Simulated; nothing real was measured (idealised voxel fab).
The process module that follows is named voxel capacitor over wiring.
FYI the section here is cut, 205 nm wide, cells are 5 nm squares.
We lay out every cross-section as a grid of square cells and spell it out in bands from the top down, where one band means one or more rows of cells.
It is stipulated that each band's entry specify, in nanometres, the height of the top of the band and then that of its bottom, followed by the materials of the band in left-to-right sequence, each together with its width in nanometres. A single material marked by the word "full width" is understood to fill the band from edge to edge; the word "blank" is understood to denote empty space.
Below 0: as-received wafer, all one material; heights counted from there. Lowest band: no bottom, goes on down, written "z 0 and below".
Width: "30->40" (first number = top row, second number = bottom row, same change from row to row of cells).
The designation "no modification", where it is given for a processing step, indicates that no cell of the cross-section was altered in the course of that step.
Entry "Voids, fully enclosed" = empty spaces >= 8 cells with no open way to the top; each as width x height at distance, distance from left edge, all nm.
Post-settings text on a step line: simulator's own remark regarding the step.
overlay nm, on a step with a mask: how far to the right of its planned place the mask lay; to the left if negative
Intended process steps:
1: op RECEIVE | material Si
2: op CONFORMAL_DEP | material SiO2 | thk nm 15
3: op CONFORMAL_DEP | material SiCN | thk nm 5
4: op DIRECTIONAL_DEP | material lowk | thk nm 25
5: op MASKED_ETCH | tone open | mask id METAL_1 | width nm 25 | pitch nm 90 | etch materials lowk | depth nm 25 | overlay nm 0
6: op MASKED_ETCH | tone open | mask id METAL_1 | width nm 25 | pitch nm 90 | etch materials SiCN | depth nm 5 | overlay nm 0
7: op CONFORMAL_DEP | material TiN | thk nm 5
8: op FILL_DEP | material Cu | thk nm 5
9: op CMP | height nm 45
10: op CONFORMAL_DEP | material SiCN | thk nm 5
11: op DIRECTIONAL_DEP | material lowk | thk nm 10
12: op DIRECTIONAL_DEP | material aC | thk nm 15
13: op PATTERN | tone open | mask id PLUG_1 | material resist | width nm 15 | thk nm 30 | overlay nm 0
14: op DIRECTIONAL_ETCH | etch materials aC | depth nm 15
15: op STRIP | etch materials resist
16: op DIRECTIONAL_ETCH | etch materials lowk | depth nm 10
17: op DIRECTIONAL_ETCH | etch materials SiCN | depth nm 5
18: op STRIP | etch materials aC
19: op EPI | material Ru | thk nm 10
20: op EPI | material Ru | thk nm 5
21: op DIRECTIONAL_DEP | material TiN | thk nm 5
22: op DIRECTIONAL_DEP | material SiN | thk nm 5
23: op DIRECTIONAL_DEP | material TiN | thk nm 5
24: op PATTERN | tone cover | mask id UPPER_PLATE | material resist | width nm 70 | thk nm 15 | overlay nm 0
25: op DIRECTIONAL_ETCH | etch materials TiN | depth nm 5
26: op DIRECTIONAL_ETCH | etch materials SiN | depth nm 5
27: op STRIP | etch materials resist
28: op DIRECTIONAL_DEP | material aC | thk nm 15
29: op PATTERN | tone cover | mask id LOWER_PLATE | material resist | width nm 80 | thk nm 35 | overlay nm 0
30: op DIRECTIONAL_ETCH | etch materials aC | depth nm 15
31: op STRIP | etch materials resist
32: op DIRECTIONAL_ETCH | etch materials TiN | depth nm 5
33: op STRIP | etch materials aC
34: op FILL_DEP | material SiO2 | thk nm 20
35: op CMP | height nm 90
36: op DIRECTIONAL_DEP | material aC | thk nm 15
37: op PATTERN | tone open | mask id PLUG_2 | material resist | width nm 15 | thk nm 35 | overlay nm 0
38: op DIRECTIONAL_ETCH | etch materials aC | depth nm 15
39: op STRIP | etch materials resist
40: op DIRECTIONAL_ETCH | etch materials SiO2 | depth nm 15
41: op STRIP | etch materials aC
42: op CONFORMAL_DEP | material TiN | thk nm 5
43: op FILL_DEP | material Cu | thk nm 10
44: op CMP | height nm 90
45: op CONFORMAL_DEP | material SiCN | thk nm 5
Wafer cross-section on receipt, i.e. after step 1:
> z 0 and below  Si full width
> Voids, fully enclosed: none
The first of the two wafers as seen in cross-section once the module was finished; processing followed the plan:
> z 95 to 90  SiCN full width
> z 90 to 80  65 SiO2  5 TiN  5 Cu  5 TiN  125 SiO2
> z 80 to 70  65->55 SiO2  15->70 TiN  125->80 SiO2
> z 70 to 65  55 SiO2  70 SiN  80 SiO2
> z 65 to 60  50 SiO2  80 TiN  75 SiO2
> z 60 to 50  55 lowk  15 Ru  135 lowk
> z 50 to 45  55 SiCN  15 Ru  135 SiCN
> z 45 to 20  45 lowk  5 TiN  15 Cu  5 TiN  65 lowk  5 TiN  15 Cu  5 TiN  45 lowk
> z 20 to 15  45 SiCN  25 TiN  65 SiCN  25 TiN  45 SiCN
> z 15 to 0  SiO2 full width
> z 0 and below  Si full width
> Voids, fully enclosed: none
This cross-section belongs to the second wafer of two at the end of the module; the start and the plan were shared with the first, and the run included one mistake:
> z 95 to 90  SiCN full width
> z 90 to 80  65 SiO2  5 TiN  5 Cu  5 TiN  125 SiO2
> z 80 to 70  65->55 SiO2  15->70 TiN  125->80 SiO2
> z 70 to 65  55 SiO2  70 SiN  80 SiO2
> z 65 to 60  50 SiO2  80 TiN  75 SiO2
> z 60 to 50  55 lowk  15 Ru  135 lowk
> z 50 to 45  55 SiCN  15 Ru  135 SiCN
> z 45 to 35  45 lowk  5 TiN  15 Cu  5 TiN  65 lowk  5 TiN  15 Cu  5 TiN  45 lowk
> z 35 to 30  45 SiCN  25 TiN  65 SiCN  25 TiN  45 SiCN
> z 30 to 0  SiO2 full width
> z 0 and below  Si full width
> Voids, fully enclosed: none
Processing error: step 2 was run twice
In the final state, the cell counts of the second wafer exceed or fall short of those of the first for the following materials: -18 Cu, +123 SiO2, -12 TiN, -93 lowk
